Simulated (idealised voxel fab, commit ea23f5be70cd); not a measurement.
Title: Process Module voxel gate over fins
Cross-sectional view cut (width: 215 nm; square cell size: 5 nm).
If you're reading a cross-section in this doc, picture square cells in a grid; it comes to you as bands, top ones listed first down to the bottom, and a band can be one or more rows of cells.
For a band, the entry starts with two heights in nm, that of the top and then that of the bottom, and carries on with the band's materials in order from left to right, each alongside its width in nm; the word "throughout" beside a single material means it fills the band edge to edge, and "blank" means empty space.
For the purposes of this specification, 0 denotes the height below which the wafer in its as-received condition is composed wholly of one material, and the lowermost band, lacking a lower limit, extends downward without end, as expressed in "0 and below".
The notation "30->40" denotes a width that varies across the rows of cells in the band, beginning at the first number in the top row, finishing at the second number in the bottom row, and changing by an identical amount from each row to the next.
"nothing different" means the step left every cell of the cross-section as it was.
Under "Closed void register" you'll find the enclosed gaps, the ones with no way out to the top, that are 8 cells or bigger; each reads width x height at distance, with distance counted from the left edge, everything in nm.
Note: text after step settings on the step line = simulator remark on that step.
A step line may carry the setting "overlay nm", which, for steps involving a mask, states the distance by which the mask lay to the right of its intended position; negative values denote displacement to the left.
### The following list gives the planned process steps
- 1: op RECEIVE | material Si
- 2: op CONFORMAL_DEP | material SiN | thk nm 5
- 3: op PATTERN | tone cover | mask id FINS | material resist | width nm 15 | pitch nm 50 | thk nm 20 | overlay nm 0
- 4: op DIRECTIONAL_ETCH | etch materials SiN | depth nm 5
- 5: op DIRECTIONAL_ETCH | etch materials Si | depth nm 40
- 6: op STRIP | etch materials resist
- 7: op FILL_DEP | material SiO2 | thk nm 5
- 8: op CMP | height nm 5
- 9: op PATTERN | tone open | mask id RAIL | material resist | width nm 15 | thk nm 20 | overlay nm 0
- 10: op DIRECTIONAL_ETCH | etch materials SiO2 | depth nm 40
- 11: op STRIP | etch materials resist
- 12: op CONFORMAL_DEP | material TiN | thk nm 5
- 13: op FILL_DEP | material Ru | thk nm 10
- 14: op CMP | height nm 5
- 15: op SELECTIVE_ETCH | etch materials W Ru TiN | depth nm 25
- 16: op FILL_DEP | material SiO2 | thk nm 5
- 17: op CMP | height nm 5
- 18: op SELECTIVE_ETCH | etch materials SiO2 | depth nm 15
- 19: op STRIP | etch materials SiN
- 20: op CONFORMAL_DEP | material HfO2 | thk nm 5
- 21: op CONFORMAL_DEP | material TiN | thk nm 5
- 22: op CONFORMAL_DEP | material TiAl | thk nm 5
- 23: op CONFORMAL_DEP | material TiN | thk nm 5
- 24: op FILL_DEP | material W | thk nm 10
- 25: op CMP | height nm 25
- 26: op CONFORMAL_DEP | material SiN | thk nm 5
### Cross-section of the wafer at receipt, which is the condition after step 1
> 0 and below | Si throughout
> Closed void register: none
### Module complete - cross-section of the first of two wafers, run according to plan
> 30 down to 25 | SiN throughout
> 25 down to 20 | W throughout
> 20 down to 15 | W: 5  TiN: 205  W: 5
> 15 down to 10 | W: 5  TiN: 5  TiAl: 45  TiN: 5  TiAl: 45  TiN: 5  TiAl: 45  TiN: 5  TiAl: 45  TiN: 5  W: 5
> 10 down to 5 | TiN: 10  TiAl: 5  TiN: 35  TiAl: 5  TiN: 5  TiAl: 5  TiN: 35  TiAl: 5  TiN: 5  TiAl: 5  TiN: 35  TiAl: 5  TiN: 5  TiAl: 5  TiN: 35  TiAl: 5  TiN: 10
> 5 down to 0 | TiAl: 15  TiN: 5  HfO2: 25  TiN: 5  TiAl: 15  TiN: 5  HfO2: 25  TiN: 5  TiAl: 15  TiN: 5  HfO2: 25  TiN: 5  TiAl: 15  TiN: 5  HfO2: 25  TiN: 5  TiAl: 15
> 0 down to -5 | TiN: 20  HfO2: 5  Si: 15  HfO2: 5  TiN: 25  HfO2: 5  Si: 15  HfO2: 5  TiN: 25  HfO2: 5  Si: 15  HfO2: 5  TiN: 25  HfO2: 5  Si: 15  HfO2: 5  TiN: 20
> -5 down to -10 | HfO2: 25  Si: 15  HfO2: 35  Si: 15  HfO2: 35  Si: 15  HfO2: 35  Si: 15  HfO2: 25
> -10 down to -20 | SiO2: 25  Si: 15  SiO2: 35  Si: 15  SiO2: 35  Si: 15  SiO2: 35  Si: 15  SiO2: 25
> -20 down to -30 | SiO2: 25  Si: 15  SiO2: 10  TiN: 5  Ru: 5  TiN: 5  SiO2: 10  Si: 15  SiO2: 35  Si: 15  SiO2: 35  Si: 15  SiO2: 25
> -30 down to -35 | SiO2: 25  Si: 15  SiO2: 10  TiN: 15  SiO2: 10  Si: 15  SiO2: 35  Si: 15  SiO2: 35  Si: 15  SiO2: 25
> -35 down to -40 | SiO2: 25  Si: 15  SiO2: 35  Si: 15  SiO2: 35  Si: 15  SiO2: 35  Si: 15  SiO2: 25
> -40 and below | Si throughout
> Closed void register: none
### What the second wafer looks like in cross-section once the module is done. Its start and its plan matched the first wafer's exactly; what differed was one mistake in how it was run
> 30 down to 25 | SiN throughout
> 25 down to 20 | W throughout
> 20 down to 15 | W: 5  TiAl: 205  W: 5
> 15 down to 10 | W: 5  TiAl: 5  TiN: 45  TiAl: 5  TiN: 45  TiAl: 5  TiN: 45  TiAl: 5  TiN: 45  TiAl: 5  W: 5
> 10 down to 5 | TiAl: 10  TiN: 45  TiAl: 5  TiN: 45  TiAl: 5  TiN: 45  TiAl: 5  TiN: 45  TiAl: 10
> 5 down to 0 | TiN: 20  HfO2: 25  TiN: 25  HfO2: 25  TiN: 25  HfO2: 25  TiN: 25  HfO2: 25  TiN: 20
> 0 down to -5 | TiN: 20  HfO2: 5  Si: 15  HfO2: 5  TiN: 25  HfO2: 5  Si: 15  HfO2: 5  TiN: 25  HfO2: 5  Si: 15  HfO2: 5  TiN: 25  HfO2: 5  Si: 15  HfO2: 5  TiN: 20
> -5 down to -10 | HfO2: 25  Si: 15  HfO2: 35  Si: 15  HfO2: 35  Si: 15  HfO2: 35  Si: 15  HfO2: 25
> -10 down to -20 | SiO2: 25  Si: 15  SiO2: 35  Si: 15  SiO2: 35  Si: 15  SiO2: 35  Si: 15  SiO2: 25
> -20 down to -30 | SiO2: 25  Si: 15  SiO2: 10  TiN: 5  Ru: 5  TiN: 5  SiO2: 10  Si: 15  SiO2: 35  Si: 15  SiO2: 35  Si: 15  SiO2: 25
> -30 down to -35 | SiO2: 25  Si: 15  SiO2: 10  TiN: 15  SiO2: 10  Si: 15  SiO2: 35  Si: 15  SiO2: 35  Si: 15  SiO2: 25
> -35 down to -40 | SiO2: 25  Si: 15  SiO2: 35  Si: 15  SiO2: 35  Si: 15  SiO2: 35  Si: 15  SiO2: 25
> -40 and below | Si throughout
> Closed void register: none
In executing the process, a mistake was made relative to the plan: deviation from plan: step 23 and step 22 executed in one another's positions
Bottom line after processing is that, in cells, the second wafer is up or down on some materials versus the first: -6 TiAl, +6 TiN
